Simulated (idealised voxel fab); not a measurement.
Process module heading - voxel self aligned vias
Cross-section cut spans 245 nm and uses square cells 5 nm in size.
Square cells in a grid make up a cross-section in this document, and the grid is given as bands, listed from the top down, each one or more rows of cells. Heights first: top, then bottom, in nm. Then materials, left to right, each with a width in nm. "full width" on a single material: fills the band edge to edge. "air": empty space. Height datum 0, below which the as-received substrate wafer is one material. Lowest band open at the bottom, running downward: "top 0, no bottom". Per-row width for "30..40": begins at first number (top row of band), ends at second number (bottom row), increment between rows held constant. No cell of the cross-section changed in a step that is given as "no change". Enclosed voids (no open way to top), threshold 8 cells or more, entry "closed voids", notation width x height at distance, distance from left edge, nm. That trailing text on a step's line, after the settings, is the simulator's own remark on the step. When a step includes a mask, the "overlay nm" setting on its line states how far to the right of its planned place that mask lay, and negative values state how far to the left.

-- So here's the lineup of process steps we planned
step 1: RECEIVE [material Si]
step 2: CONFORMAL_DEP [material SiO2] [thk nm 15]
step 3: CONFORMAL_DEP [material SiCN] [thk nm 5]
step 4: DIRECTIONAL_DEP [material SiO2] [thk nm 25]
step 5: MASKED_ETCH [tone open] [mask id LINES] [width nm 25] [pitch nm 65] [etch materials SiO2] [depth nm 25] [overlay nm 0]
step 6: CONFORMAL_DEP [material TiN] [thk nm 5]
step 7: FILL_DEP [material Ru] [thk nm 5]
step 8: CMP [height nm 45]
step 9: SELECTIVE_ETCH [etch materials W Ru TiN] [depth nm 5]
step 10: FILL_DEP [material SiN] [thk nm 5]
step 11: CMP [height nm 45]
step 12: DIRECTIONAL_DEP [material SiO2] [thk nm 15]
step 13: DIRECTIONAL_DEP [material aC] [thk nm 10]
step 14: PATTERN [tone open] [mask id VIAS] [material resist] [width nm 45] [pitch nm 130] [thk nm 25] [overlay nm 0]
step 15: DIRECTIONAL_ETCH [etch materials aC] [depth nm 10]
step 16: STRIP [etch materials resist]
step 17: DIRECTIONAL_ETCH [etch materials SiO2] [depth nm 15]
step 18: DIRECTIONAL_ETCH [etch materials SiN] [depth nm 5]
step 19: STRIP [etch materials aC]
step 20: CONFORMAL_DEP [material TiN] [thk nm 5]
step 21: FILL_DEP [material Ru] [thk nm 10]
step 22: CMP [height nm 60]
step 23: CONFORMAL_DEP [material SiN] [thk nm 5]

-- Delivered wafer in cross-section: state after step 1
	top 0, no bottom: Si full width
	closed voids: none

-- Final wafer profile in cross-section after the module, from the same start and plan as above, with one mistake made during processing
	top 65, bottom 60: SiN full width
	top 60, bottom 45: SiO2=35, TiN=5, Ru=35, TiN=5, SiO2=85, TiN=5, Ru=35, TiN=5, SiO2=35
	top 45, bottom 40: SiN=35, TiN=45, SiN=85, TiN=45, SiN=35
	top 40, bottom 20: SiO2=45, TiN=5, Ru=15, TiN=5, SiO2=40, TiN=5, Ru=15, TiN=5, SiO2=40, TiN=5, Ru=15, TiN=5, SiO2=45
	top 20, bottom 15: SiO2=45, TiN=25, SiO2=40, TiN=25, SiO2=40, TiN=25, SiO2=45
	top 15, bottom 0: SiO2 full width
	top 0, no bottom: Si full width
	closed voids: none
Which mistake was made when the wafer was run? step 3 in the plan did not get run; it was skipped
